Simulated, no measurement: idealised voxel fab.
The following is a process module called voxel capacitor over wiring.
Each square cell in cross-section cut measures 5 nm, and the section as a whole is 160 nm wide.
Format of a cross-section: grid, square cells. Given as bands. Order: top down. Band: one or more rows of cells.
A band entry consists of two parts. The first gives the height of the band's top and the height of its bottom, in nm. The rest lists the band's materials from left to right, each with its width in nm. A single material labelled with the word "throughout" fills the band from edge to edge, and the word "blank" marks empty space.
Where do heights start? At 0: under that level the wafer as delivered is made of one material only. And the lowest band has no floor; it just carries on downward, as in "0..down".
Read "30->40" as a graded width: first number on top, second number at the bottom, same change between each pair of neighbouring rows.
"same as before" for a step: no cell of the cross-section changed in that step.
Entry "Closed void catalog" = empty spaces >= 8 cells with no open way to the top; each as width x height at distance, distance from left edge, all nm.
Read whatever lies past the settings on a step's line as the simulator's own remark about the step.
Steps that use a mask can have "overlay nm" on their line. It says how far the mask sat to the right of where it was meant to be. Negative means to the left.

List of planned process steps
1) RECEIVE: material Si
2) CONFORMAL_DEP: material SiO2, thk nm 10
3) DIRECTIONAL_DEP: material TiN, thk nm 5
4) DIRECTIONAL_DEP: material Ru, thk nm 20
5) DIRECTIONAL_DEP: material aC, thk nm 15
6) PATTERN: tone cover, mask id METAL_1, material resist, width nm 25, pitch nm 75, thk nm 35, overlay nm 0
7) DIRECTIONAL_ETCH: etch materials aC, depth nm 15
8) STRIP: etch materials resist
9) DIRECTIONAL_ETCH: etch materials Ru, depth nm 20
10) DIRECTIONAL_ETCH: etch materials TiN, depth nm 5
11) STRIP: etch materials aC
12) FILL_DEP: material lowk, thk nm 5
13) CMP: height nm 35
14) CONFORMAL_DEP: material SiCN, thk nm 5
15) DIRECTIONAL_DEP: material SiO2, thk nm 10
16) DIRECTIONAL_DEP: material aC, thk nm 10
17) PATTERN: tone open, mask id PLUG_1, material resist, width nm 15, thk nm 30, overlay nm 0
18) DIRECTIONAL_ETCH: etch materials aC, depth nm 10
19) STRIP: etch materials resist
20) DIRECTIONAL_ETCH: etch materials SiO2, depth nm 10
21) DIRECTIONAL_ETCH: etch materials SiCN, depth nm 5
22) STRIP: etch materials aC
23) CONFORMAL_DEP: material TiN, thk nm 5
24) FILL_DEP: material Ru, thk nm 5
25) CMP: height nm 50
26) DIRECTIONAL_DEP: material TiN, thk nm 10
27) DIRECTIONAL_DEP: material HfO2, thk nm 5
28) DIRECTIONAL_DEP: material TiN, thk nm 10
29) MASKED_ETCH: tone cover, mask id UPPER_PLATE, width nm 55, etch materials TiN, depth nm 10, overlay nm 0
30) MASKED_ETCH: tone cover, mask id UPPER_PLATE, width nm 55, etch materials HfO2, depth nm 5, overlay nm 0
31) PATTERN: tone cover, mask id LOWER_PLATE, material resist, width nm 65, thk nm 20, overlay nm 0
32) DIRECTIONAL_ETCH: etch materials TiN, depth nm 10
33) STRIP: etch materials resist
34) FILL_DEP: material SiO2, thk nm 20
35) CMP: height nm 90
36) PATTERN: tone open, mask id PLUG_2, material resist, width nm 15, thk nm 20, overlay nm 0
37) DIRECTIONAL_ETCH: etch materials SiO2, depth nm 15
38) STRIP: etch materials resist
39) CONFORMAL_DEP: material TiN, thk nm 5
40) FILL_DEP: material W, thk nm 5
41) CMP: height nm 90
42) CONFORMAL_DEP: material SiN, thk nm 5

Step 1 complete: cross-section of the wafer as received
* 0..down = Si throughout
* Closed void catalog: none

The first of two wafers, cross-sectioned at the end of the module, with the run proceeding as planned
* 95..90 = SiN throughout
* 90..80 = SiO2 (50)  TiN (5)  W (5)  TiN (5)  SiO2 (95)
* 80..75 = SiO2 (50)  TiN (15)  SiO2 (95)
* 75..65 = SiO2 (40)  TiN (55)  SiO2 (65)
* 65..60 = SiO2 (40)  HfO2 (55)  SiO2 (65)
* 60..50 = SiO2 (35)  TiN (65)  SiO2 (60)
* 50..40 = SiO2 (40)  TiN (5)  Ru (5)  TiN (5)  SiO2 (105)
* 40..35 = SiCN (40)  TiN (15)  SiCN (105)
* 35..15 = lowk (30)  Ru (25)  lowk (50)  Ru (25)  lowk (30)
* 15..10 = lowk (30)  TiN (25)  lowk (50)  TiN (25)  lowk (30)
* 10..0 = SiO2 throughout
* 0..down = Si throughout
* Closed void catalog: none

Second wafer at the end: like start, like plan, one mistake
* 95..90 = SiN throughout
* 90..80 = SiO2 (50)  TiN (5)  W (5)  TiN (5)  SiO2 (95)
* 80..75 = SiO2 (50)  TiN (15)  SiO2 (95)
* 75..65 = SiO2 (40)  TiN (55)  SiO2 (65)
* 65..60 = SiO2 (40)  HfO2 (55)  SiO2 (65)
* 60..50 = SiO2 (35)  TiN (65)  SiO2 (60)
* 50..40 = SiO2 (40)  TiN (5)  Ru (5)  TiN (5)  SiO2 (105)
* 40..35 = SiCN (40)  TiN (15)  SiCN (105)
* 35..30 = lowk (30)  TiN (25)  lowk (50)  TiN (25)  lowk (30)
* 30..10 = Ru throughout
* 10..0 = SiO2 throughout
* 0..down = Si throughout
* Closed void catalog: none
Which mistake was made when the wafer was run? the run placed steps 3 and 4 each in the position the plan gave to the other
It is noted that, at the conclusion of processing, the second wafer exhibits a higher or lower cell count for certain materials relative to the first: Ru +88 | lowk -88
